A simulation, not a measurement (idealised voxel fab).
A process module follows: voxel ribs on slabs.
The cross-section shown here is cut; it is 145 nm wide and divided into square cells measuring 5 nm on a side.
Throughout this document, each cross-section is represented as a grid of square cells and is presented as a sequence of bands enumerated from the top downward, where a band comprises one or more rows of cells. Top, bottom (nm), then materials left to right with widths (nm); lone material tagged "full width" fills the whole band edge to edge; "blank" = empty space. The reference from which all heights are counted is 0, the level beneath which the as-received wafer is entirely one material; the lowest band, having no lower bound, proceeds downward and is written after the example "z 0 and below". Quick explanation for "30 to 40": the width changes in equal steps down the rows of cells, from the first number in the band's top row to the second number in its bottom row. Reading "nothing changed" for a step: not a cell of the cross-section changed in it. "Enclosed void catalog" means: voids of 8 cells or more that are shut off from the top with no open way through. Written width x height at distance, distance from the left edge, in nm. after a step's settings: what the simulator itself notes on the step. If you see "overlay nm" on a step's line and that step has a mask, it's telling you how far right of where it was planned the mask ended up; a negative number means it went left instead.
[Process steps foreseen in the plan]
1. RECEIVE: material Si
2. DIRECTIONAL_DEP: material SiO2, thk nm 25
3. DIRECTIONAL_DEP: material polySi, thk nm 20
4. DIRECTIONAL_DEP: material aC, thk nm 10
5. PATTERN: tone cover, mask id RIB, material resist, width nm 20, thk nm 25, overlay nm 0
6. DIRECTIONAL_ETCH: etch materials aC, depth nm 10
7. STRIP: etch materials resist
8. DIRECTIONAL_ETCH: etch materials polySi, depth nm 15
9. STRIP: etch materials aC
10. DIRECTIONAL_DEP: material aC, thk nm 15
11. PATTERN: tone cover, mask id SLAB, material resist, width nm 60, thk nm 30, overlay nm 0
12. DIRECTIONAL_ETCH: etch materials aC, depth nm 15
13. STRIP: etch materials resist
14. DIRECTIONAL_ETCH: etch materials polySi, depth nm 5
15. STRIP: etch materials aC
16. FILL_DEP: material SiO2, thk nm 20
17. CMP: height nm 55
18. DIRECTIONAL_DEP: material TiN, thk nm 10
19. PATTERN: tone cover, mask id HEATER, material resist, width nm 30, thk nm 20, overlay nm 0
20. DIRECTIONAL_ETCH: etch materials TiN, depth nm 10
21. STRIP: etch materials resist
22. CONFORMAL_DEP: material SiO2, thk nm 10
[First of two wafers, processed according to plan]
[Wafer cross-section on receipt, i.e. after step 1]
  z 0 and below = Si full width
  Enclosed void catalog: none
[How the wafer stands in section after step 2]
  z 25 to 0 = SiO2 full width
  All layers under 0 are left as they were.
[How the wafer stands in section after step 3]
  z 45 to 25 = polySi full width
  All layers under 25 are left as they were.
[How the wafer stands in section after step 4]
  z 55 to 45 = aC full width
  All layers under 45 are left as they were.
[How the wafer stands in section after step 5]
  z 80 to 55 = 60 nm blank; 20 nm resist; 65 nm blank
  All layers under 55 are left as they were.
[How the wafer stands in section after step 6]
  z 70 to 55 = 60 nm blank; 20 nm resist; 65 nm blank
  z 55 to 45 = 60 nm blank; 20 nm aC; 65 nm blank
  All layers under 45 are left as they were.
[How the wafer stands in section after step 7]
  z 55 to 45 = 60 nm blank; 20 nm aC; 65 nm blank
  All layers under 45 are left as they were.
[How the wafer stands in section after step 8]
  z 55 to 45 = 60 nm blank; 20 nm aC; 65 nm blank
  z 45 to 30 = 60 nm blank; 20 nm polySi; 65 nm blank
  All layers under 30 are left as they were.
[How the wafer stands in section after step 9]
  z 45 to 30 = 60 nm blank; 20 nm polySi; 65 nm blank
  All layers under 30 are left as they were.
[How the wafer stands in section after step 10]
  z 60 to 45 = 60 nm blank; 20 nm aC; 65 nm blank
  z 45 to 30 = 60 nm aC; 20 nm polySi; 65 nm aC
  All layers under 30 are left as they were.
[How the wafer stands in section after step 11]
  z 90 to 60 = 40 nm blank; 60 nm resist; 45 nm blank
  z 60 to 45 = 40 nm blank; 20 nm resist; 20 nm aC; 20 nm resist; 45 nm blank
  All layers under 45 are left as they were.
[How the wafer stands in section after step 12]
  z 75 to 60 = 40 nm blank; 60 nm resist; 45 nm blank
  z 60 to 45 = 40 nm blank; 20 nm resist; 20 nm aC; 20 nm resist; 45 nm blank
  z 45 to 30 = 40 nm blank; 20 nm aC; 20 nm polySi; 20 nm aC; 45 nm blank
  All layers under 30 are left as they were.
[How the wafer stands in section after step 13]
  z 60 to 45 = 60 nm blank; 20 nm aC; 65 nm blank
  All layers under 45 are left as they were.
[How the wafer stands in section after step 14]
  z 60 to 45 = 60 nm blank; 20 nm aC; 65 nm blank
  z 45 to 30 = 40 nm blank; 20 nm aC; 20 nm polySi; 20 nm aC; 45 nm blank
  z 30 to 25 = 40 nm blank; 60 nm polySi; 45 nm blank
  All layers under 25 are left as they were.
[How the wafer stands in section after step 15]
  z 45 to 30 = 60 nm blank; 20 nm polySi; 65 nm blank
  All layers under 30 are left as they were.
[How the wafer stands in section after step 16]
  z 65 to 45 = SiO2 full width
  z 45 to 30 = 60 nm SiO2; 20 nm polySi; 65 nm SiO2
  z 30 to 25 = 40 nm SiO2; 60 nm polySi; 45 nm SiO2
  All layers under 25 are left as they were.
[How the wafer stands in section after step 17]
  z 55 to 45 = SiO2 full width
  All layers under 45 are left as they were.
[How the wafer stands in section after step 18]
  z 65 to 55 = TiN full width
  All layers under 55 are left as they were.
[How the wafer stands in section after step 19]
  z 85 to 65 = 55 nm blank; 30 nm resist; 60 nm blank
  All layers under 65 are left as they were.
[How the wafer stands in section after step 20]
  z 85 to 65 = 55 nm blank; 30 nm resist; 60 nm blank
  z 65 to 55 = 55 nm blank; 30 nm TiN; 60 nm blank
  All layers under 55 are left as they were.
[How the wafer stands in section after step 21]
  z 65 to 55 = 55 nm blank; 30 nm TiN; 60 nm blank
  All layers under 55 are left as they were.
[How the wafer stands in section after step 22]
  z 75 to 65 = 45 nm blank; 50 nm SiO2; 50 nm blank
  z 65 to 55 = 55 nm SiO2; 30 nm TiN; 60 nm SiO2
  All layers under 55 are left as they were.
[Okay, second wafer. Nothing different at the start, nothing different in the plan, just one mistake somewhere in the running. As far as step 4, counting that step, it's the first wafer all over again]
[Second wafer, cut view, end of step 5 per plan]
  z 80 to 55 = 60 nm resist; 20 nm blank; 65 nm resist
  All layers under 55 are left as they were.
[Second wafer, cut view, end of step 6 per plan]
  z 70 to 55 = 60 nm resist; 20 nm blank; 65 nm resist
  z 55 to 45 = 60 nm aC; 20 nm blank; 65 nm aC
  All layers under 45 are left as they were.
[Second wafer, cut view, end of step 7 per plan]
  z 55 to 45 = 60 nm aC; 20 nm blank; 65 nm aC
  All layers under 45 are left as they were.
[Second wafer, cut view, end of step 8 per plan]
  z 55 to 45 = 60 nm aC; 20 nm blank; 65 nm aC
  z 45 to 30 = 60 nm polySi; 20 nm blank; 65 nm polySi
  All layers under 30 are left as they were.
[Second wafer, cut view, end of step 9 per plan]
  z 45 to 30 = 60 nm polySi; 20 nm blank; 65 nm polySi
  All layers under 30 are left as they were.
[Second wafer, cut view, end of step 10 per plan]
  z 60 to 45 = 60 nm aC; 20 nm blank; 65 nm aC
  z 45 to 30 = 60 nm polySi; 20 nm aC; 65 nm polySi
  All layers under 30 are left as they were.
[Second wafer, cut view, end of step 11 per plan]
  z 90 to 60 = 40 nm blank; 60 nm resist; 45 nm blank
  z 60 to 45 = 60 nm aC; 20 nm resist; 65 nm aC
  All layers under 45 are left as they were.
[Second wafer, cut view, end of step 12 per plan]
  z 75 to 60 = 40 nm blank; 60 nm resist; 45 nm blank
  z 60 to 45 = 40 nm blank; 20 nm aC; 20 nm resist; 20 nm aC; 45 nm blank
  All layers under 45 are left as they were.
[Second wafer, cut view, end of step 13 per plan]
  z 60 to 45 = 40 nm blank; 20 nm aC; 20 nm blank; 20 nm aC; 45 nm blank
  All layers under 45 are left as they were.
[Second wafer, cut view, end of step 14 per plan]
  z 60 to 45 = 40 nm blank; 20 nm aC; 20 nm blank; 20 nm aC; 45 nm blank
  z 45 to 40 = 40 nm blank; 20 nm polySi; 20 nm aC; 20 nm polySi; 45 nm blank
  All layers under 40 are left as they were.
[Second wafer, cut view, end of step 15 per plan]
  z 45 to 40 = 40 nm blank; 20 nm polySi; 20 nm blank; 20 nm polySi; 45 nm blank
  z 40 to 30 = 60 nm polySi; 20 nm blank; 65 nm polySi
  All layers under 30 are left as they were.
[Second wafer, cut view, end of step 16 per plan]
  z 65 to 45 = SiO2 full width
  z 45 to 40 = 40 nm SiO2; 20 nm polySi; 20 nm SiO2; 20 nm polySi; 45 nm SiO2
  z 40 to 30 = 60 nm polySi; 20 nm SiO2; 65 nm polySi
  All layers under 30 are left as they were.
[Second wafer, cut view, end of step 17 per plan]
  z 55 to 45 = SiO2 full width
  All layers under 45 are left as they were.
[Second wafer, cut view, end of step 18 per plan]
  z 65 to 55 = TiN full width
  All layers under 55 are left as they were.
[Second wafer, cut view, end of step 19 per plan]
  z 85 to 65 = 55 nm blank; 30 nm resist; 60 nm blank
  All layers under 65 are left as they were.
[Second wafer, cut view, end of step 20 per plan]
  z 85 to 65 = 55 nm blank; 30 nm resist; 60 nm blank
  z 65 to 55 = 55 nm blank; 30 nm TiN; 60 nm blank
  All layers under 55 are left as they were.
[Second wafer, cut view, end of step 21 per plan]
  z 65 to 55 = 55 nm blank; 30 nm TiN; 60 nm blank
  All layers under 55 are left as they were.
[Second wafer, cut view, end of step 22 per plan]
  z 75 to 65 = 45 nm blank; 50 nm SiO2; 50 nm blank
  z 65 to 55 = 55 nm SiO2; 30 nm TiN; 60 nm SiO2
  All layers under 55 are left as they were.
Deviation from plan: step 5 did not happen as planned, as run it was PATTERN: tone open, mask id RIB, material resist, width nm 20, thk nm 25, overlay nm 0
Count the cells at the end and the second wafer has more or fewer of some materials than the first: SiO2 -63 | polySi +63
